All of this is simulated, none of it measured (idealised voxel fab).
process module | voxel self aligned contacts
cross-section cut | 185 nm wide | cells 5 nm
A cross-section is a grid of square cells, given in bands from the top down. A band is one or more rows of cells.
Each band's line starts with the height of the band's top and of its bottom, in nm. Then come its materials from left to right, each with its width in nm. One material with "throughout" fills the band from edge to edge. "air" is empty space.
Height 0 is the level under which the wafer as received is all one material. The lowest band goes on downwards, as in "0 down".
A width such as "30 to 40" changes by the same amount from each row of cells to the next, from the band's top row to its bottom row.
"no change" after a step means that no cell of the cross-section changed.
closed voids: empty space of 8 cells or more with no open way to the top, each as width x height at its distance from the left edge, in nm
after a step's settings: what the simulator itself notes on the step
overlay nm, on a step with a mask: how far to the right of its planned place the mask lay; to the left if negative
plan
1 op RECEIVE | material Si
2 op CONFORMAL_DEP | material SiO2 | thk nm 5
3 op DIRECTIONAL_DEP | material polySi | thk nm 25
4 op DIRECTIONAL_DEP | material SiN | thk nm 25
5 op DIRECTIONAL_DEP | material aC | thk nm 15
6 op PATTERN | tone cover | mask id GATE | material resist | width nm 30 | pitch nm 75 | thk nm 30 | overlay nm 0
7 op DIRECTIONAL_ETCH | etch materials aC | depth nm 15
8 op STRIP | etch materials resist
9 op DIRECTIONAL_ETCH | etch materials SiN | depth nm 25
10 op DIRECTIONAL_ETCH | etch materials polySi | depth nm 25
11 op STRIP | etch materials aC
12 op CONFORMAL_DEP | material SiN | thk nm 10
13 op DIRECTIONAL_ETCH | etch materials SiN | depth nm 10
14 op FILL_DEP | material SiO2 | thk nm 15
15 op CMP | height nm 60
16 op MASKED_ETCH | tone open | mask id CONTACT | width nm 55 | etch materials SiO2 | depth nm 60 | overlay nm 0
17 op CONFORMAL_DEP | material TiN | thk nm 5
18 op FILL_DEP | material Ru | thk nm 10
19 op CMP | height nm 60
20 op CONFORMAL_DEP | material SiCN | thk nm 5
as received, after step 1
  0 down: Si throughout
  closed voids: none
first wafer at the end, as planned
  65 to 60: SiCN throughout
  60 to 55: SiO2 65 | TiN 20 | Ru 15 | TiN 20 | SiO2 65
  55 to 30: SiO2 30 | SiN 50 | TiN 5 | Ru 15 | TiN 5 | SiN 50 | SiO2 30
  30 to 5: SiO2 30 | SiN 10 | polySi 30 | SiN 10 | TiN 5 | Ru 15 | TiN 5 | SiN 10 | polySi 30 | SiN 10 | SiO2 30
  5 to 0: SiO2 80 | TiN 25 | SiO2 80
  0 down: Si throughout
  closed voids: none
second wafer at the end: like start, like plan, one mistake
  65 to 60: SiCN throughout
  60 to 55: SiO2 30 | SiN 50 | TiN 25 | SiN 50 | SiO2 30
  55 to 30: SiN throughout
  30 to 5: polySi throughout
  5 to 0: SiO2 throughout
  0 down: Si throughout
  closed voids: none
what went wrong: step 4 was run twice
at the end the second wafer has, in cells: 33 fewer of Ru | 65 more of SiN | 129 fewer of SiO2 | 28 fewer of TiN | 125 more of polySi
